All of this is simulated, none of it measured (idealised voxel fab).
process module | voxel wiring stack
cross-section cut | 195 nm wide | cells 5 nm
A cross-section is a grid of square cells, given in bands from the top down. A band is one or more rows of cells.
Each band's line starts with the height of the band's top and of its bottom, in nm. Then come its materials from left to right, each with its width in nm. One material with "throughout" fills the band from edge to edge. "air" is empty space.
Height 0 is the level under which the wafer as received is all one material. The lowest band goes on downwards, as in "0 down".
A width such as "30 to 40" changes by the same amount from each row of cells to the next, from the band's top row to its bottom row.
"no change" after a step means that no cell of the cross-section changed.
closed voids: empty space of 8 cells or more with no open way to the top, each as width x height at its distance from the left edge, in nm
after a step's settings: what the simulator itself notes on the step
overlay nm, on a step with a mask: how far to the right of its planned place the mask lay; to the left if negative
plan
1 op RECEIVE | material Si
2 op CONFORMAL_DEP | material SiO2 | thk nm 10
3 op CONFORMAL_DEP | material SiCN | thk nm 5
4 op DIRECTIONAL_DEP | material SiO2 | thk nm 15
5 op PATTERN | tone open | mask id METAL_1 | material resist | width nm 25 | pitch nm 55 | thk nm 15 | overlay nm 0
6 op DIRECTIONAL_ETCH | etch materials SiO2 | depth nm 15
7 op DIRECTIONAL_ETCH | etch materials SiCN | depth nm 5
8 op STRIP | etch materials resist
9 op CONFORMAL_DEP | material TiN | thk nm 5
10 op FILL_DEP | material W | thk nm 5
11 op CMP | height nm 30
12 op CONFORMAL_DEP | material SiCN | thk nm 5
13 op DIRECTIONAL_DEP | material lowk | thk nm 15
14 op PATTERN | tone open | mask id PLUG_1 | material resist | width nm 15 | pitch nm 55 | thk nm 15 | overlay nm 0
15 op DIRECTIONAL_ETCH | etch materials lowk | depth nm 15
16 op DIRECTIONAL_ETCH | etch materials SiCN | depth nm 5
17 op STRIP | etch materials resist
18 op CONFORMAL_DEP | material TiN | thk nm 5
19 op FILL_DEP | material Ru | thk nm 10
20 op CMP | height nm 50
21 op DIRECTIONAL_DEP | material TiN | thk nm 5
22 op DIRECTIONAL_DEP | material W | thk nm 15
23 op DIRECTIONAL_DEP | material aC | thk nm 10
24 op PATTERN | tone cover | mask id METAL_2 | material resist | width nm 25 | pitch nm 55 | thk nm 25 | overlay nm 0
25 op DIRECTIONAL_ETCH | etch materials aC | depth nm 10
26 op STRIP | etch materials resist
27 op DIRECTIONAL_ETCH | etch materials W | depth nm 15
28 op DIRECTIONAL_ETCH | etch materials TiN | depth nm 5
29 op STRIP | etch materials aC
30 op CONFORMAL_DEP | material SiN | thk nm 5
31 op FILL_DEP | material SiO2 | thk nm 5
32 op CMP | height nm 70
33 op CONFORMAL_DEP | material SiCN | thk nm 5
34 op DIRECTIONAL_DEP | material lowk | thk nm 25
35 op MASKED_ETCH | tone open | mask id METAL_3_HOLES | width nm 15 | etch materials lowk | depth nm 25 | overlay nm 0
36 op PATTERN | tone open | mask id METAL_3 | material resist | width nm 25 | pitch nm 55 | thk nm 20 | overlay nm 0
37 op DIRECTIONAL_ETCH | etch materials lowk | depth nm 15
38 op DIRECTIONAL_ETCH | etch materials SiCN | depth nm 5
39 op STRIP | etch materials resist
40 op CONFORMAL_DEP | material TiN | thk nm 5
41 op FILL_DEP | material Cu | thk nm 10
42 op CMP | height nm 100
43 op CONFORMAL_DEP | material SiCN | thk nm 5
first wafer, as planned
as received, after step 1
  0 down: Si throughout
  closed voids: none
after step 2
  10 to 0: SiO2 throughout
  below 0: unchanged
after step 3
  15 to 10: SiCN throughout
  below 10: unchanged
after step 4
  30 to 15: SiO2 throughout
  below 15: unchanged
after step 5
  45 to 30: resist 55 | air 25 | resist 30 | air 25 | resist 60
  below 30: unchanged
after step 6
  45 to 30: resist 55 | air 25 | resist 30 | air 25 | resist 60
  30 to 15: SiO2 55 | air 25 | SiO2 30 | air 25 | SiO2 60
  below 15: unchanged
after step 7
  45 to 30: resist 55 | air 25 | resist 30 | air 25 | resist 60
  30 to 15: SiO2 55 | air 25 | SiO2 30 | air 25 | SiO2 60
  15 to 10: SiCN 55 | air 25 | SiCN 30 | air 25 | SiCN 60
  below 10: unchanged
after step 8
  30 to 15: SiO2 55 | air 25 | SiO2 30 | air 25 | SiO2 60
  below 15: unchanged
after step 9
  35 to 30: TiN 60 | air 15 | TiN 40 | air 15 | TiN 65
  30 to 15: SiO2 55 | TiN 5 | air 15 | TiN 5 | SiO2 30 | TiN 5 | air 15 | TiN 5 | SiO2 60
  15 to 10: SiCN 55 | TiN 25 | SiCN 30 | TiN 25 | SiCN 60
  below 10: unchanged
after step 10
  40 to 35: W throughout
  35 to 30: TiN 60 | W 15 | TiN 40 | W 15 | TiN 65
  30 to 15: SiO2 55 | TiN 5 | W 15 | TiN 5 | SiO2 30 | TiN 5 | W 15 | TiN 5 | SiO2 60
  below 15: unchanged
after step 11
  30 to 15: SiO2 55 | TiN 5 | W 15 | TiN 5 | SiO2 30 | TiN 5 | W 15 | TiN 5 | SiO2 60
  below 15: unchanged
after step 12
  35 to 30: SiCN throughout
  below 30: unchanged
after step 13
  50 to 35: lowk throughout
  below 35: unchanged
after step 14
  65 to 50: resist 55 | air 15 | resist 40 | air 15 | resist 70
  below 50: unchanged
after step 15
  65 to 50: resist 55 | air 15 | resist 40 | air 15 | resist 70
  50 to 35: lowk 55 | air 15 | lowk 40 | air 15 | lowk 70
  below 35: unchanged
after step 16
  65 to 50: resist 55 | air 15 | resist 40 | air 15 | resist 70
  50 to 35: lowk 55 | air 15 | lowk 40 | air 15 | lowk 70
  35 to 30: SiCN 55 | air 15 | SiCN 40 | air 15 | SiCN 70
  below 30: unchanged
after step 17
  50 to 35: lowk 55 | air 15 | lowk 40 | air 15 | lowk 70
  below 35: unchanged
after step 18
  55 to 50: TiN 60 | air 5 | TiN 50 | air 5 | TiN 75
  50 to 35: lowk 55 | TiN 5 | air 5 | TiN 5 | lowk 40 | TiN 5 | air 5 | TiN 5 | lowk 70
  35 to 30: SiCN 55 | TiN 15 | SiCN 40 | TiN 15 | SiCN 70
  below 30: unchanged
after step 19
  65 to 55: Ru throughout
  55 to 50: TiN 60 | Ru 5 | TiN 50 | Ru 5 | TiN 75
  50 to 35: lowk 55 | TiN 5 | Ru 5 | TiN 5 | lowk 40 | TiN 5 | Ru 5 | TiN 5 | lowk 70
  below 35: unchanged
after step 20
  50 to 35: lowk 55 | TiN 5 | Ru 5 | TiN 5 | lowk 40 | TiN 5 | Ru 5 | TiN 5 | lowk 70
  below 35: unchanged
after step 21
  55 to 50: TiN throughout
  below 50: unchanged
after step 22
  70 to 55: W throughout
  below 55: unchanged
after step 23
  80 to 70: aC throughout
  below 70: unchanged
after step 24
  105 to 80: air 55 | resist 25 | air 30 | resist 25 | air 60
  below 80: unchanged
after step 25
  95 to 80: air 55 | resist 25 | air 30 | resist 25 | air 60
  80 to 70: air 55 | aC 25 | air 30 | aC 25 | air 60
  below 70: unchanged
after step 26
  80 to 70: air 55 | aC 25 | air 30 | aC 25 | air 60
  below 70: unchanged
after step 27
  80 to 70: air 55 | aC 25 | air 30 | aC 25 | air 60
  70 to 55: air 55 | W 25 | air 30 | W 25 | air 60
  below 55: unchanged
after step 28
  80 to 70: air 55 | aC 25 | air 30 | aC 25 | air 60
  70 to 55: air 55 | W 25 | air 30 | W 25 | air 60
  55 to 50: air 55 | TiN 25 | air 30 | TiN 25 | air 60
  below 50: unchanged
after step 29
  70 to 55: air 55 | W 25 | air 30 | W 25 | air 60
  below 55: unchanged
after step 30
  75 to 70: air 50 | SiN 35 | air 20 | SiN 35 | air 55
  70 to 55: air 50 | SiN 5 | W 25 | SiN 5 | air 20 | SiN 5 | W 25 | SiN 5 | air 55
  55 to 50: SiN 55 | TiN 25 | SiN 30 | TiN 25 | SiN 60
  below 50: unchanged
after step 31
  80 to 75: SiO2 throughout
  75 to 70: SiO2 50 | SiN 35 | SiO2 20 | SiN 35 | SiO2 55
  70 to 55: SiO2 50 | SiN 5 | W 25 | SiN 5 | SiO2 20 | SiN 5 | W 25 | SiN 5 | SiO2 55
  below 55: unchanged
after step 32
  70 to 55: SiO2 50 | SiN 5 | W 25 | SiN 5 | SiO2 20 | SiN 5 | W 25 | SiN 5 | SiO2 55
  below 55: unchanged
after step 33
  75 to 70: SiCN throughout
  below 70: unchanged
after step 34
  100 to 75: lowk throughout
  below 75: unchanged
after step 35
  100 to 75: lowk 55 | air 15 | lowk 125
  below 75: unchanged
after step 36
  120 to 100: resist 55 | air 25 | resist 30 | air 25 | resist 60
  below 100: unchanged
after step 37
  120 to 100: resist 55 | air 25 | resist 30 | air 25 | resist 60
  100 to 85: lowk 55 | air 25 | lowk 30 | air 25 | lowk 60
  below 85: unchanged
after step 38
  120 to 100: resist 55 | air 25 | resist 30 | air 25 | resist 60
  100 to 85: lowk 55 | air 25 | lowk 30 | air 25 | lowk 60
  85 to 75: lowk 55 | air 15 | lowk 125
  75 to 70: SiCN 55 | air 15 | SiCN 125
  below 70: unchanged
after step 39
  100 to 85: lowk 55 | air 25 | lowk 30 | air 25 | lowk 60
  below 85: unchanged
after step 40
  105 to 100: TiN 60 | air 15 | TiN 40 | air 15 | TiN 65
  100 to 90: lowk 55 | TiN 5 | air 15 | TiN 5 | lowk 30 | TiN 5 | air 15 | TiN 5 | lowk 60
  90 to 85: lowk 55 | TiN 5 | air 5 | TiN 15 | lowk 30 | TiN 25 | lowk 60
  85 to 75: lowk 55 | TiN 5 | air 5 | TiN 5 | lowk 125
  75 to 70: SiCN 55 | TiN 15 | SiCN 125
  below 70: unchanged
after step 41
  115 to 105: Cu throughout
  105 to 100: TiN 60 | Cu 15 | TiN 40 | Cu 15 | TiN 65
  100 to 90: lowk 55 | TiN 5 | Cu 15 | TiN 5 | lowk 30 | TiN 5 | Cu 15 | TiN 5 | lowk 60
  90 to 85: lowk 55 | TiN 5 | Cu 5 | TiN 15 | lowk 30 | TiN 25 | lowk 60
  85 to 75: lowk 55 | TiN 5 | Cu 5 | TiN 5 | lowk 125
  below 75: unchanged
after step 42
  100 to 90: lowk 55 | TiN 5 | Cu 15 | TiN 5 | lowk 30 | TiN 5 | Cu 15 | TiN 5 | lowk 60
  below 90: unchanged
after step 43
  105 to 100: SiCN throughout
  below 100: unchanged
second wafer: like start, like plan, one mistake. Through step 33 it matches the first wafer
when step 34 should have ended
  90 to 75: lowk throughout
  below 75: unchanged
when step 35 should have ended
  90 to 75: lowk 55 | air 15 | lowk 125
  below 75: unchanged
when step 36 should have ended
  110 to 90: resist 55 | air 25 | resist 30 | air 25 | resist 60
  below 90: unchanged
when step 37 should have ended
  110 to 90: resist 55 | air 25 | resist 30 | air 25 | resist 60
  90 to 75: lowk 55 | air 25 | lowk 30 | air 25 | lowk 60
  below 75: unchanged
when step 38 should have ended
  110 to 90: resist 55 | air 25 | resist 30 | air 25 | resist 60
  90 to 75: lowk 55 | air 25 | lowk 30 | air 25 | lowk 60
  75 to 70: SiCN 55 | air 25 | SiCN 30 | air 25 | SiCN 60
  below 70: unchanged
when step 39 should have ended
  90 to 75: lowk 55 | air 25 | lowk 30 | air 25 | lowk 60
  below 75: unchanged
when step 40 should have ended
  95 to 90: TiN 60 | air 15 | TiN 40 | air 15 | TiN 65
  90 to 75: lowk 55 | TiN 5 | air 15 | TiN 5 | lowk 30 | TiN 5 | air 15 | TiN 5 | lowk 60
  75 to 70: SiCN 55 | TiN 25 | SiCN 30 | TiN 25 | SiCN 60
  below 70: unchanged
when step 41 should have ended
  105 to 95: Cu throughout
  95 to 90: TiN 60 | Cu 15 | TiN 40 | Cu 15 | TiN 65
  90 to 75: lowk 55 | TiN 5 | Cu 15 | TiN 5 | lowk 30 | TiN 5 | Cu 15 | TiN 5 | lowk 60
  below 75: unchanged
when step 42 should have ended
  100 to 95: Cu throughout
  below 95: unchanged
when step 43 should have ended
  105 to 100: SiCN throughout
  below 100: unchanged
what went wrong: step 34 ran as: op DIRECTIONAL_DEP | material lowk | thk nm 15
at the end the second wafer has, in cells: 48 more of Cu | 7 fewer of SiCN | 31 more of TiN | 72 fewer of lowk
